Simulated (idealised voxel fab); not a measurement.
voxel self aligned contacts: a process module
Pictured: cross-section cut, 225 nm wide, on a grid of 5 nm square cells.
Bands, listed from the top down, are how a cross-section gets written in this document; the cross-section itself is a grid of square cells, and a band is one or more rows of them.
For a band, the entry starts with two heights in nm, that of the top and then that of the bottom, and carries on with the band's materials in order from left to right, each alongside its width in nm; the word "everywhere" beside a single material means it fills the band edge to edge, and "blank" means empty space.
Ref level 0: as-received wafer is one material below here. Bottom band extends down with no lower bound ("0 down").
With a width like "30->40", each row of cells in the band differs from the next by the same amount, the top row carrying the first number and the bottom row the second.
Key: "no alterations made" - step with no changed cell in the cross-section.
The label "Enclosed cavities" introduces a list of the empty spaces, 8 cells or larger, that have no open way up to the top; each entry in it reads width x height at distance, where the distance is taken from the left edge and all three are stated in nm.
The remark found on a step's line after its settings is issued by the simulator itself and pertains to that step.
overlay nm: mask right of planned place by this much (step with mask). Neg. = left.

Intended process steps
| 1 | RECEIVE: material Si |
| 2 | CONFORMAL_DEP: material SiO2, thk nm 5 |
| 3 | DIRECTIONAL_DEP: material polySi, thk nm 30 |
| 4 | DIRECTIONAL_DEP: material SiN, thk nm 20 |
| 5 | PATTERN: tone cover, mask id GATE, material resist, width nm 25, pitch nm 60, thk nm 20, overlay nm 0 |
| 6 | DIRECTIONAL_ETCH: etch materials SiN, depth nm 20 |
| 7 | DIRECTIONAL_ETCH: etch materials polySi, depth nm 30 |
| 8 | STRIP: etch materials resist |
| 9 | CONFORMAL_DEP: material SiN, thk nm 5 |
| 10 | DIRECTIONAL_ETCH: etch materials SiN, depth nm 5 |
| 11 | FILL_DEP: material SiO2, thk nm 15 |
| 12 | CMP: height nm 60 |
| 13 | MASKED_ETCH: tone open, mask id CONTACT, width nm 45, etch materials SiO2, depth nm 60, overlay nm 0 |
| 14 | CONFORMAL_DEP: material TiN, thk nm 5 |
| 15 | FILL_DEP: material Ru, thk nm 10 |
| 16 | CMP: height nm 60 |
| 17 | CONFORMAL_DEP: material SiCN, thk nm 5 |

Cross-section: wafer on arrival = after step 1
0 down  Si everywhere
Enclosed cavities: none

First wafer of two, sectioned at end of module; run went per plan
65 to 60  SiCN everywhere
60 to 55  SiO2 (90); TiN (15); Ru (15); TiN (15); SiO2 (90)
55 to 35  SiO2 (65); SiN (35); TiN (5); Ru (15); TiN (5); SiN (35); SiO2 (65)
35 to 5  SiO2 (65); SiN (5); polySi (25); SiN (5); TiN (5); Ru (15); TiN (5); SiN (5); polySi (25); SiN (5); SiO2 (65)
5 to 0  SiO2 (100); TiN (25); SiO2 (100)
0 down  Si everywhere
Enclosed cavities: none

Wafer two, sectioned after the module: the first wafer's start, the first wafer's plan, and one mistake in how it was run
65 to 60  SiCN everywhere
60 to 55  Ru (60); TiN (30); SiO2 (45); TiN (30); Ru (60)
55 to 35  Ru (60); TiN (5); SiN (35); SiO2 (25); SiN (35); TiN (5); Ru (60)
35 to 5  Ru (60); TiN (5); SiN (5); polySi (25); SiN (5); SiO2 (25); SiN (5); polySi (25); SiN (5); TiN (5); Ru (60)
5 to 0  TiN (65); SiO2 (95); TiN (65)
0 down  Si everywhere
Enclosed cavities: none
Nonconformance to the process plan: step 13 was run on a setting that differed from the plan, and what really ran there is MASKED_ETCH: tone cover, mask id CONTACT, width nm 45, etch materials SiO2, depth nm 60, overlay nm 0
Final difference in cells, second wafer against first, listed per material as more or fewer: +231 Ru, -258 SiO2, +27 TiN
